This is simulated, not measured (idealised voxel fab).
Presented below is a process module, voxel wiring stack.
The cross-section on display is named cut; it measures 240 nm wide, and its cells are 5 nm squares.
In what follows, cross-sections appear as grids of square cells, described through bands that run from the top down, where every band is one or more rows of cells.
For a band, the entry starts with two heights in nm, that of the top and then that of the bottom, and carries on with the band's materials in order from left to right, each alongside its width in nm; the word "full width" beside a single material means it fills the band edge to edge, and "empty" means empty space.
Height reference: 0 = level under which incoming wafer is all one material. Lowest band: no bottom, runs on downward, e.g. "0..down".
It should be noted that a width expressed as "30..40" varies in equal increments from row to row of cells within the band, taking the value of the first number at the top row and that of the second number at the bottom row.
You'll sometimes find "no change occurred" written for a step, and that's the way of saying that nowhere in the cross-section did a cell change during that step.
Any empty space of 8 cells or more lacking an open way to the top shows up in "Voids, enclosed" as width x height at distance, distance from the left edge, in nm.
Post-settings text on a step line: simulator's own remark regarding the step.
overlay nm: step with mask; distance mask lay right of planned place; negative value = left of planned place.
# plan
1. RECEIVE (material Si)
2. CONFORMAL_DEP (material SiO2; thk nm 15)
3. CONFORMAL_DEP (material SiN; thk nm 5)
4. DIRECTIONAL_DEP (material SiO2; thk nm 15)
5. PATTERN (tone open; mask id METAL_1; material resist; width nm 30; pitch nm 50; thk nm 20; overlay nm 0)
6. DIRECTIONAL_ETCH (etch materials SiO2; depth nm 15)
7. DIRECTIONAL_ETCH (etch materials SiN; depth nm 5)
8. STRIP (etch materials resist)
9. CONFORMAL_DEP (material TiN; thk nm 5)
10. FILL_DEP (material Cu; thk nm 10)
11. CMP (height nm 35)
12. EPI (material Ru; thk nm 5)
13. FILL_DEP (material SiCN; thk nm 5)
14. DIRECTIONAL_DEP (material lowk; thk nm 25)
15. DIRECTIONAL_DEP (material aC; thk nm 15)
16. PATTERN (tone open; mask id METAL_2; material resist; width nm 30; pitch nm 50; thk nm 35; overlay nm 0)
17. DIRECTIONAL_ETCH (etch materials aC; depth nm 15)
18. STRIP (etch materials resist)
19. DIRECTIONAL_ETCH (etch materials lowk; depth nm 15)
20. STRIP (etch materials aC)
21. PATTERN (tone open; mask id METAL_2_HOLES; material resist; width nm 15; thk nm 15; overlay nm 0)
22. DIRECTIONAL_ETCH (etch materials lowk; depth nm 10)
23. DIRECTIONAL_ETCH (etch materials SiCN; depth nm 5)
24. STRIP (etch materials resist)
25. CONFORMAL_DEP (material TiN; thk nm 5)
26. FILL_DEP (material Ru; thk nm 10)
27. CMP (height nm 70)
28. CONFORMAL_DEP (material SiN; thk nm 5)
# The first of two wafers, run as planned
# Cross-sectional view of the wafer in its as-received condition, corresponding to the state after step 1
	0..down: Si full width
	Voids, enclosed: none
# Wafer after step 2 (cross-section)
	15..0: SiO2 full width
	Below a height of 0, the structure has not been altered.
# Wafer after step 3 (cross-section)
	20..15: SiN full width
	Below a height of 15, the structure has not been altered.
# Wafer after step 4 (cross-section)
	35..20: SiO2 full width
	Below a height of 20, the structure has not been altered.
# Wafer after step 5 (cross-section)
	55..35: 80 of resist, 30 of empty, 20 of resist, 30 of empty, 80 of resist
	Below a height of 35, the structure has not been altered.
# Wafer after step 6 (cross-section)
	55..35: 80 of resist, 30 of empty, 20 of resist, 30 of empty, 80 of resist
	35..20: 80 of SiO2, 30 of empty, 20 of SiO2, 30 of empty, 80 of SiO2
	Below a height of 20, the structure has not been altered.
# Wafer after step 7 (cross-section)
	55..35: 80 of resist, 30 of empty, 20 of resist, 30 of empty, 80 of resist
	35..20: 80 of SiO2, 30 of empty, 20 of SiO2, 30 of empty, 80 of SiO2
	20..15: 80 of SiN, 30 of empty, 20 of SiN, 30 of empty, 80 of SiN
	Below a height of 15, the structure has not been altered.
# Wafer after step 8 (cross-section)
	35..20: 80 of SiO2, 30 of empty, 20 of SiO2, 30 of empty, 80 of SiO2
	Below a height of 20, the structure has not been altered.
# Wafer after step 9 (cross-section)
	40..35: 85 of TiN, 20 of empty, 30 of TiN, 20 of empty, 85 of TiN
	35..20: 80 of SiO2, 5 of TiN, 20 of empty, 5 of TiN, 20 of SiO2, 5 of TiN, 20 of empty, 5 of TiN, 80 of SiO2
	20..15: 80 of SiN, 30 of TiN, 20 of SiN, 30 of TiN, 80 of SiN
	Below a height of 15, the structure has not been altered.
# Wafer after step 10 (cross-section)
	50..40: Cu full width
	40..35: 85 of TiN, 20 of Cu, 30 of TiN, 20 of Cu, 85 of TiN
	35..20: 80 of SiO2, 5 of TiN, 20 of Cu, 5 of TiN, 20 of SiO2, 5 of TiN, 20 of Cu, 5 of TiN, 80 of SiO2
	Below a height of 20, the structure has not been altered.
# Wafer after step 11 (cross-section)
	35..20: 80 of SiO2, 5 of TiN, 20 of Cu, 5 of TiN, 20 of SiO2, 5 of TiN, 20 of Cu, 5 of TiN, 80 of SiO2
	Below a height of 20, the structure has not been altered.
# Wafer after step 12 (cross-section)
	40..35: 75 of empty, 40 of Ru, 10 of empty, 40 of Ru, 75 of empty
	Below a height of 35, the structure has not been altered.
# Wafer after step 13 (cross-section)
	45..40: SiCN full width
	40..35: 75 of SiCN, 40 of Ru, 10 of SiCN, 40 of Ru, 75 of SiCN
	Below a height of 35, the structure has not been altered.
# Wafer after step 14 (cross-section)
	70..45: lowk full width
	Below a height of 45, the structure has not been altered.
# Wafer after step 15 (cross-section)
	85..70: aC full width
	Below a height of 70, the structure has not been altered.
# Wafer after step 16 (cross-section)
	120..85: 80 of resist, 30 of empty, 20 of resist, 30 of empty, 80 of resist
	Below a height of 85, the structure has not been altered.
# Wafer after step 17 (cross-section)
	105..85: 80 of resist, 30 of empty, 20 of resist, 30 of empty, 80 of resist
	85..70: 80 of aC, 30 of empty, 20 of aC, 30 of empty, 80 of aC
	Below a height of 70, the structure has not been altered.
# Wafer after step 18 (cross-section)
	85..70: 80 of aC, 30 of empty, 20 of aC, 30 of empty, 80 of aC
	Below a height of 70, the structure has not been altered.
# Wafer after step 19 (cross-section)
	85..70: 80 of aC, 30 of empty, 20 of aC, 30 of empty, 80 of aC
	70..55: 80 of lowk, 30 of empty, 20 of lowk, 30 of empty, 80 of lowk
	Below a height of 55, the structure has not been altered.
# Wafer after step 20 (cross-section)
	70..55: 80 of lowk, 30 of empty, 20 of lowk, 30 of empty, 80 of lowk
	Below a height of 55, the structure has not been altered.
# Wafer after step 21 (cross-section)
	85..70: 80 of resist, 15 of empty, 145 of resist
	70..55: 80 of lowk, 15 of empty, 15 of resist, 20 of lowk, 30 of resist, 80 of lowk
	Below a height of 55, the structure has not been altered.
# Wafer after step 22 (cross-section)
	85..70: 80 of resist, 15 of empty, 145 of resist
	70..55: 80 of lowk, 15 of empty, 15 of resist, 20 of lowk, 30 of resist, 80 of lowk
	55..45: 80 of lowk, 15 of empty, 145 of lowk
	Below a height of 45, the structure has not been altered.
# Wafer after step 23 (cross-section)
	85..70: 80 of resist, 15 of empty, 145 of resist
	70..55: 80 of lowk, 15 of empty, 15 of resist, 20 of lowk, 30 of resist, 80 of lowk
	55..45: 80 of lowk, 15 of empty, 145 of lowk
	45..40: 80 of SiCN, 15 of empty, 145 of SiCN
	Below a height of 40, the structure has not been altered.
# Wafer after step 24 (cross-section)
	70..55: 80 of lowk, 30 of empty, 20 of lowk, 30 of empty, 80 of lowk
	Below a height of 55, the structure has not been altered.
# Wafer after step 25 (cross-section)
	75..70: 85 of TiN, 20 of empty, 30 of TiN, 20 of empty, 85 of TiN
	70..60: 80 of lowk, 5 of TiN, 20 of empty, 5 of TiN, 20 of lowk, 5 of TiN, 20 of empty, 5 of TiN, 80 of lowk
	60..55: 80 of lowk, 5 of TiN, 5 of empty, 20 of TiN, 20 of lowk, 30 of TiN, 80 of lowk
	55..45: 80 of lowk, 5 of TiN, 5 of empty, 5 of TiN, 145 of lowk
	45..40: 80 of SiCN, 15 of TiN, 145 of SiCN
	Below a height of 40, the structure has not been altered.
# Wafer after step 26 (cross-section)
	85..75: Ru full width
	75..70: 85 of TiN, 20 of Ru, 30 of TiN, 20 of Ru, 85 of TiN
	70..60: 80 of lowk, 5 of TiN, 20 of Ru, 5 of TiN, 20 of lowk, 5 of TiN, 20 of Ru, 5 of TiN, 80 of lowk
	60..55: 80 of lowk, 5 of TiN, 5 of Ru, 20 of TiN, 20 of lowk, 30 of TiN, 80 of lowk
	55..45: 80 of lowk, 5 of TiN, 5 of Ru, 5 of TiN, 145 of lowk
	Below a height of 45, the structure has not been altered.
# Wafer after step 27 (cross-section)
	70..60: 80 of lowk, 5 of TiN, 20 of Ru, 5 of TiN, 20 of lowk, 5 of TiN, 20 of Ru, 5 of TiN, 80 of lowk
	Below a height of 60, the structure has not been altered.
# Wafer after step 28 (cross-section)
	75..70: SiN full width
	Below a height of 70, the structure has not been altered.
# Second wafer, same starting conditions and recipe as the first, one mistake in executing it, nothing differs from the first up to and including step 4
# Second wafer cross-section, taken as of the time the plan sets for step 5 to be done
	55..35: 80 of empty, 30 of resist, 20 of empty, 30 of resist, 80 of empty
	Below a height of 35, the structure has not been altered.
# Second wafer cross-section, taken as of the time the plan sets for step 6 to be done
	55..35: 80 of empty, 30 of resist, 20 of empty, 30 of resist, 80 of empty
	35..20: 80 of empty, 30 of SiO2, 20 of empty, 30 of SiO2, 80 of empty
	Below a height of 20, the structure has not been altered.
# Second wafer cross-section, taken as of the time the plan sets for step 7 to be done
	55..35: 80 of empty, 30 of resist, 20 of empty, 30 of resist, 80 of empty
	35..20: 80 of empty, 30 of SiO2, 20 of empty, 30 of SiO2, 80 of empty
	20..15: 80 of empty, 30 of SiN, 20 of empty, 30 of SiN, 80 of empty
	Below a height of 15, the structure has not been altered.
# Second wafer cross-section, taken as of the time the plan sets for step 8 to be done
	35..20: 80 of empty, 30 of SiO2, 20 of empty, 30 of SiO2, 80 of empty
	Below a height of 20, the structure has not been altered.
# Second wafer cross-section, taken as of the time the plan sets for step 9 to be done
	40..35: 75 of empty, 40 of TiN, 10 of empty, 40 of TiN, 75 of empty
	35..20: 75 of empty, 5 of TiN, 30 of SiO2, 5 of TiN, 10 of empty, 5 of TiN, 30 of SiO2, 5 of TiN, 75 of empty
	20..15: 80 of TiN, 30 of SiN, 20 of TiN, 30 of SiN, 80 of TiN
	Below a height of 15, the structure has not been altered.
# Second wafer cross-section, taken as of the time the plan sets for step 10 to be done
	50..40: Cu full width
	40..35: 75 of Cu, 40 of TiN, 10 of Cu, 40 of TiN, 75 of Cu
	35..20: 75 of Cu, 5 of TiN, 30 of SiO2, 5 of TiN, 10 of Cu, 5 of TiN, 30 of SiO2, 5 of TiN, 75 of Cu
	Below a height of 20, the structure has not been altered.
# Second wafer cross-section, taken as of the time the plan sets for step 11 to be done
	35..20: 75 of Cu, 5 of TiN, 30 of SiO2, 5 of TiN, 10 of Cu, 5 of TiN, 30 of SiO2, 5 of TiN, 75 of Cu
	Below a height of 20, the structure has not been altered.
# Second wafer cross-section, taken as of the time the plan sets for step 12 to be done
	40..35: 85 of Ru, 20 of empty, 30 of Ru, 20 of empty, 85 of Ru
	Below a height of 35, the structure has not been altered.
# Second wafer cross-section, taken as of the time the plan sets for step 13 to be done
	45..40: SiCN full width
	40..35: 85 of Ru, 20 of SiCN, 30 of Ru, 20 of SiCN, 85 of Ru
	Below a height of 35, the structure has not been altered.
# Second wafer cross-section, taken as of the time the plan sets for step 14 to be done
	70..45: lowk full width
	Below a height of 45, the structure has not been altered.
# Second wafer cross-section, taken as of the time the plan sets for step 15 to be done
	85..70: aC full width
	Below a height of 70, the structure has not been altered.
# Second wafer cross-section, taken as of the time the plan sets for step 16 to be done
	120..85: 80 of resist, 30 of empty, 20 of resist, 30 of empty, 80 of resist
	Below a height of 85, the structure has not been altered.
# Second wafer cross-section, taken as of the time the plan sets for step 17 to be done
	105..85: 80 of resist, 30 of empty, 20 of resist, 30 of empty, 80 of resist
	85..70: 80 of aC, 30 of empty, 20 of aC, 30 of empty, 80 of aC
	Below a height of 70, the structure has not been altered.
# Second wafer cross-section, taken as of the time the plan sets for step 18 to be done
	85..70: 80 of aC, 30 of empty, 20 of aC, 30 of empty, 80 of aC
	Below a height of 70, the structure has not been altered.
# Second wafer cross-section, taken as of the time the plan sets for step 19 to be done
	85..70: 80 of aC, 30 of empty, 20 of aC, 30 of empty, 80 of aC
	70..55: 80 of lowk, 30 of empty, 20 of lowk, 30 of empty, 80 of lowk
	Below a height of 55, the structure has not been altered.
# Second wafer cross-section, taken as of the time the plan sets for step 20 to be done
	70..55: 80 of lowk, 30 of empty, 20 of lowk, 30 of empty, 80 of lowk
	Below a height of 55, the structure has not been altered.
# Second wafer cross-section, taken as of the time the plan sets for step 21 to be done
	85..70: 80 of resist, 15 of empty, 145 of resist
	70..55: 80 of lowk, 15 of empty, 15 of resist, 20 of lowk, 30 of resist, 80 of lowk
	Below a height of 55, the structure has not been altered.
# Second wafer cross-section, taken as of the time the plan sets for step 22 to be done
	85..70: 80 of resist, 15 of empty, 145 of resist
	70..55: 80 of lowk, 15 of empty, 15 of resist, 20 of lowk, 30 of resist, 80 of lowk
	55..45: 80 of lowk, 15 of empty, 145 of lowk
	Below a height of 45, the structure has not been altered.
# Second wafer cross-section, taken as of the time the plan sets for step 23 to be done
	85..70: 80 of resist, 15 of empty, 145 of resist
	70..55: 80 of lowk, 15 of empty, 15 of resist, 20 of lowk, 30 of resist, 80 of lowk
	55..45: 80 of lowk, 15 of empty, 145 of lowk
	45..40: 80 of SiCN, 15 of empty, 145 of SiCN
	Below a height of 40, the structure has not been altered.
# Second wafer cross-section, taken as of the time the plan sets for step 24 to be done
	70..55: 80 of lowk, 30 of empty, 20 of lowk, 30 of empty, 80 of lowk
	Below a height of 55, the structure has not been altered.
# Second wafer cross-section, taken as of the time the plan sets for step 25 to be done
	75..70: 85 of TiN, 20 of empty, 30 of TiN, 20 of empty, 85 of TiN
	70..60: 80 of lowk, 5 of TiN, 20 of empty, 5 of TiN, 20 of lowk, 5 of TiN, 20 of empty, 5 of TiN, 80 of lowk
	60..55: 80 of lowk, 5 of TiN, 5 of empty, 20 of TiN, 20 of lowk, 30 of TiN, 80 of lowk
	55..45: 80 of lowk, 5 of TiN, 5 of empty, 5 of TiN, 145 of lowk
	45..40: 80 of SiCN, 15 of TiN, 145 of SiCN
	Below a height of 40, the structure has not been altered.
# Second wafer cross-section, taken as of the time the plan sets for step 26 to be done
	85..75: Ru full width
	75..70: 85 of TiN, 20 of Ru, 30 of TiN, 20 of Ru, 85 of TiN
	70..60: 80 of lowk, 5 of TiN, 20 of Ru, 5 of TiN, 20 of lowk, 5 of TiN, 20 of Ru, 5 of TiN, 80 of lowk
	60..55: 80 of lowk, 5 of TiN, 5 of Ru, 20 of TiN, 20 of lowk, 30 of TiN, 80 of lowk
	55..45: 80 of lowk, 5 of TiN, 5 of Ru, 5 of TiN, 145 of lowk
	Below a height of 45, the structure has not been altered.
# Second wafer cross-section, taken as of the time the plan sets for step 27 to be done
	70..60: 80 of lowk, 5 of TiN, 20 of Ru, 5 of TiN, 20 of lowk, 5 of TiN, 20 of Ru, 5 of TiN, 80 of lowk
	Below a height of 60, the structure has not been altered.
# Second wafer cross-section, taken as of the time the plan sets for step 28 to be done
	75..70: SiN full width
	Below a height of 70, the structure has not been altered.
Which mistake was made when the wafer was run? step 5 was run on a setting that differed from the plan, and what really ran there is PATTERN (tone cover; mask id METAL_1; material resist; width nm 30; pitch nm 50; thk nm 20; overlay nm 0)
Per the end-of-run cell counts, the second wafer holds more or fewer of some materials than the first: Cu: 72 more | Ru: 24 more | SiCN: 24 fewer | SiN: 24 fewer | SiO2: 72 fewer | TiN: 24 more
